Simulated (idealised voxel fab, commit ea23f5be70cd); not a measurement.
Documented hereafter: the process module known as voxel plated lines.
The cross-section shown here is cut; it is 270 nm wide and divided into square cells measuring 5 nm on a side.
For the purposes of this document, a cross-section shall be understood as a grid of square cells, specified as bands listed in top-to-bottom order, each band consisting of one or more rows of cells.
Heads up on the band format: heights come first, top then bottom, in nm. After that it's the materials left to right, each with its width in nm. A single material flagged "edge to edge" fills the whole band edge to edge, and "blank" means there's empty space there.
The reference from which all heights are counted is 0, the level beneath which the as-received wafer is entirely one material; the lowest band, having no lower bound, proceeds downward and is written after the example "0 and below".
The width entry "30->40" should be interpreted row by row: the top row of cells in the band takes the first number, the bottom row takes the second number, and the change between adjacent rows is uniform throughout.
Step note "everything unchanged" = no cross-section cell changed.
Closed empty spaces (no open way to the top) of 8 cells or more are what "closed voids" lists, each as width x height at distance from the left edge, nm for all three.
Read whatever lies past the settings on a step's line as the simulator's own remark about the step.
overlay nm: for a step with a mask, the amount by which the mask lay right of where it was planned; a negative amount means left of it.
**The following list gives the planned process steps**
| 1 | op RECEIVE | material Si |
| 2 | op CONFORMAL_DEP | material SiO2 | thk nm 15 |
| 3 | op DIRECTIONAL_DEP | material TiN | thk nm 5 |
| 4 | op PATTERN | tone open | mask id LINES | material resist | width nm 15 | pitch nm 35 | thk nm 15 | overlay nm 0 |
| 5 | op EPI | material Ru | thk nm 10 |
| 6 | op STRIP | etch materials resist |
| 7 | op DIRECTIONAL_ETCH | etch materials TiN | depth nm 5 |
| 8 | op CONFORMAL_DEP | material SiO2 | thk nm 10 |
**The first of a set of two wafers, run to plan**
**Cross-sectional view of the wafer in its as-received condition, corresponding to the state after step 1**
* 0 and below = Si edge to edge
* closed voids: none
**After step 2, in cross-section**
* 15 down to 0 = SiO2 edge to edge
* Under the height 0 nothing was changed.
**After step 3, in cross-section**
* 20 down to 15 = TiN edge to edge
* Under the height 15 nothing was changed.
**After step 4, in cross-section**
* 35 down to 20 = resist 90 nm / blank 15 nm / resist 20 nm / blank 15 nm / resist 20 nm / blank 15 nm / resist 95 nm
* Under the height 20 nothing was changed.
**After step 5, in cross-section**
* 35 down to 30 = resist 90 nm / blank 15 nm / resist 20 nm / blank 15 nm / resist 20 nm / blank 15 nm / resist 95 nm
* 30 down to 20 = resist 90 nm / Ru 15 nm / resist 20 nm / Ru 15 nm / resist 20 nm / Ru 15 nm / resist 95 nm
* Under the height 20 nothing was changed.
**After step 6, in cross-section**
* 30 down to 20 = blank 90 nm / Ru 15 nm / blank 20 nm / Ru 15 nm / blank 20 nm / Ru 15 nm / blank 95 nm
* Under the height 20 nothing was changed.
**After step 7, in cross-section**
* 30 down to 20 = blank 90 nm / Ru 15 nm / blank 20 nm / Ru 15 nm / blank 20 nm / Ru 15 nm / blank 95 nm
* 20 down to 15 = blank 90 nm / TiN 15 nm / blank 20 nm / TiN 15 nm / blank 20 nm / TiN 15 nm / blank 95 nm
* Under the height 15 nothing was changed.
**After step 8, in cross-section**
* 40 down to 30 = blank 80 nm / SiO2 105 nm / blank 85 nm
* 30 down to 25 = blank 80 nm / SiO2 10 nm / Ru 15 nm / SiO2 20 nm / Ru 15 nm / SiO2 20 nm / Ru 15 nm / SiO2 10 nm / blank 85 nm
* 25 down to 20 = SiO2 90 nm / Ru 15 nm / SiO2 20 nm / Ru 15 nm / SiO2 20 nm / Ru 15 nm / SiO2 95 nm
* 20 down to 15 = SiO2 90 nm / TiN 15 nm / SiO2 20 nm / TiN 15 nm / SiO2 20 nm / TiN 15 nm / SiO2 95 nm
* Under the height 15 nothing was changed.
**Wafer two of the pair: same origin, same plan, one error during the run; identical to wafer one up to and including step 7**
Second wafer, cut view, end of step 8 per plan: everything unchanged
What went wrong in running the wafer? with respect to the plan, step 8 was omitted and not executed
Wafer comparison, final, in cells, second relative to first, materials more or fewer: 144 fewer of SiO2
